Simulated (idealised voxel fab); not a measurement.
The process module presented herein is designated voxel wiring stack.
Cross-sectional view cut (width: 230 nm; square cell size: 5 nm).
Square cells in a grid make up a cross-section in this document, and the grid is given as bands, listed from the top down, each one or more rows of cells.
First you get the band's top height and its bottom height, in nm, and then the materials it's made of, left to right, with each width in nm. If you see a single material with "full width", that one covers the band edge to edge. "air" is empty space.
Beneath 0, the wafer as received is one material, and that level is where height counting begins. The lowest band goes on downward without a bottom; it is written like "top 0, no bottom".
The width entry "30 to 40" should be interpreted row by row: the top row of cells in the band takes the first number, the bottom row takes the second number, and the change between adjacent rows is uniform throughout.
Given "no modification" for a step, no cell of the cross-section differs between before and after that step.
In "Closed empty spaces" the enclosed voids are listed, meaning empty spaces of 8 cells or larger without any opening to the top. The form is width x height at distance, distance from the left edge, units nm.
Note: text after step settings on the step line = simulator remark on that step.
overlay nm: where the mask lay relative to plan, measured to the right, on steps with a mask; negatives go left.

# This section lists the process steps that were planned
1) RECEIVE: material Si
2) CONFORMAL_DEP: material SiO2, thk nm 15
3) CONFORMAL_DEP: material SiN, thk nm 5
4) DIRECTIONAL_DEP: material SiO2, thk nm 20
5) DIRECTIONAL_DEP: material aC, thk nm 10
6) PATTERN: tone open, mask id METAL_1, material resist, width nm 20, pitch nm 50, thk nm 25, overlay nm 0
7) DIRECTIONAL_ETCH: etch materials aC, depth nm 10
8) STRIP: etch materials resist
9) DIRECTIONAL_ETCH: etch materials SiO2, depth nm 20
10) DIRECTIONAL_ETCH: etch materials SiN, depth nm 5
11) STRIP: etch materials aC
12) CONFORMAL_DEP: material TiN, thk nm 5
13) FILL_DEP: material W, thk nm 10
14) CMP: height nm 40
15) EPI: material Ru, thk nm 5
16) FILL_DEP: material SiCN, thk nm 5
17) DIRECTIONAL_DEP: material lowk, thk nm 30
18) MASKED_ETCH: tone open, mask id METAL_2_HOLES, width nm 15, pitch nm 50, etch materials lowk, depth nm 30, overlay nm 0
19) MASKED_ETCH: tone open, mask id METAL_2, width nm 20, pitch nm 50, etch materials lowk, depth nm 15, overlay nm 0
20) MASKED_ETCH: tone open, mask id METAL_2, width nm 20, pitch nm 50, etch materials SiCN, depth nm 5, overlay nm 0
21) CONFORMAL_DEP: material TiN, thk nm 5
22) FILL_DEP: material Cu, thk nm 5
23) CMP: height nm 80
24) CONFORMAL_DEP: material SiCN, thk nm 5
25) DIRECTIONAL_DEP: material lowk, thk nm 25
26) PATTERN: tone open, mask id METAL_3, material resist, width nm 20, pitch nm 50, thk nm 20, overlay nm 0
27) DIRECTIONAL_ETCH: etch materials lowk, depth nm 15
28) STRIP: etch materials resist
29) PATTERN: tone open, mask id METAL_3_HOLES, material resist, width nm 15, pitch nm 50, thk nm 20, overlay nm 0
30) DIRECTIONAL_ETCH: etch materials lowk, depth nm 10
31) DIRECTIONAL_ETCH: etch materials SiCN, depth nm 5
32) STRIP: etch materials resist
33) CONFORMAL_DEP: material TiN, thk nm 5
34) FILL_DEP: material Ru, thk nm 10
35) CMP: height nm 110
36) CONFORMAL_DEP: material SiN, thk nm 5
Same starting wafers, different width nm at step 29. Plan value belongs to the first wafer.

# Cross-section, first of several wafers, as delivered after step 1
	top 0, no bottom  Si full width
	Closed empty spaces: none

# Below, a row for every wafer. Read it as the end-of-module picture: for each material the wafer shows its cells gained (+) or lost (-) since it was received, and then its closed voids
width nm 15 | +16 Cu | +26 Ru | +114 SiCN | +84 SiN | +290 SiO2 | +84 TiN | +16 W | +428 lowk | Closed empty spaces: none
width nm 20 | +16 Cu | +32 Ru | +112 SiCN | +84 SiN | +290 SiO2 | +84 TiN | +16 W | +424 lowk | Closed empty spaces: none
width nm 25 | +16 Cu | +34 Ru | +112 SiCN | +84 SiN | +290 SiO2 | +86 TiN | +16 W | +420 lowk | Closed empty spaces: none
width nm 30 | +16 Cu | +36 Ru | +112 SiCN | +84 SiN | +290 SiO2 | +88 TiN | +16 W | +416 lowk | Closed empty spaces: none
